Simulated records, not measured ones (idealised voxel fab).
process module | voxel ribs on slabs
cross-section cut | 260 nm wide | cells 5 nm
A cross-section is a grid of square cells, given in bands from the top down. A band is one or more rows of cells.
Each band's line starts with the height of the band's top and of its bottom, in nm. Then come its materials from left to right, each with its width in nm. One material with "throughout" fills the band from edge to edge. "air" is empty space.
Height 0 is the level under which the wafer as received is all one material. The lowest band goes on downwards, as in "0 down".
A width such as "30 to 40" changes by the same amount from each row of cells to the next, from the band's top row to its bottom row.
"no change" after a step means that no cell of the cross-section changed.
closed voids: empty space of 8 cells or more with no open way to the top, each as width x height at its distance from the left edge, in nm
after a step's settings: what the simulator itself notes on the step
overlay nm, on a step with a mask: how far to the right of its planned place the mask lay; to the left if negative
plan
1 op RECEIVE | material Si
2 op DIRECTIONAL_DEP | material SiO2 | thk nm 30
3 op DIRECTIONAL_DEP | material SiN | thk nm 15
4 op PATTERN | tone cover | mask id RIB | material resist | width nm 20 | thk nm 15 | overlay nm 0
5 op DIRECTIONAL_ETCH | etch materials SiN | depth nm 10
6 op STRIP | etch materials resist
7 op PATTERN | tone cover | mask id SLAB | material resist | width nm 50 | thk nm 20 | overlay nm 0
8 op DIRECTIONAL_ETCH | etch materials SiN | depth nm 5
9 op STRIP | etch materials resist
10 op FILL_DEP | material SiO2 | thk nm 20
11 op CMP | height nm 60
12 op DIRECTIONAL_DEP | material W | thk nm 5
13 op PATTERN | tone cover | mask id HEATER | material resist | width nm 30 | thk nm 20 | overlay nm 0
14 op DIRECTIONAL_ETCH | etch materials W | depth nm 5
15 op STRIP | etch materials resist
16 op CONFORMAL_DEP | material SiN | thk nm 10
as received, after step 1
  0 down: Si throughout
  closed voids: none
a wafer at the end: this start, this plan, one mistake
  75 to 70: SiN 125 | air 10 | SiN 125
  70 to 65: SiN throughout
  65 to 60: W 115 | SiN 30 | W 115
  60 to 45: SiO2 throughout
  45 to 35: SiO2 120 | SiN 20 | SiO2 120
  35 to 30: SiO2 105 | SiN 50 | SiO2 105
  30 to 0: SiO2 throughout
  0 down: Si throughout
  closed voids: none
what went wrong: step 13 ran as: op PATTERN | tone open | mask id HEATER | material resist | width nm 30 | thk nm 20 | overlay nm 0
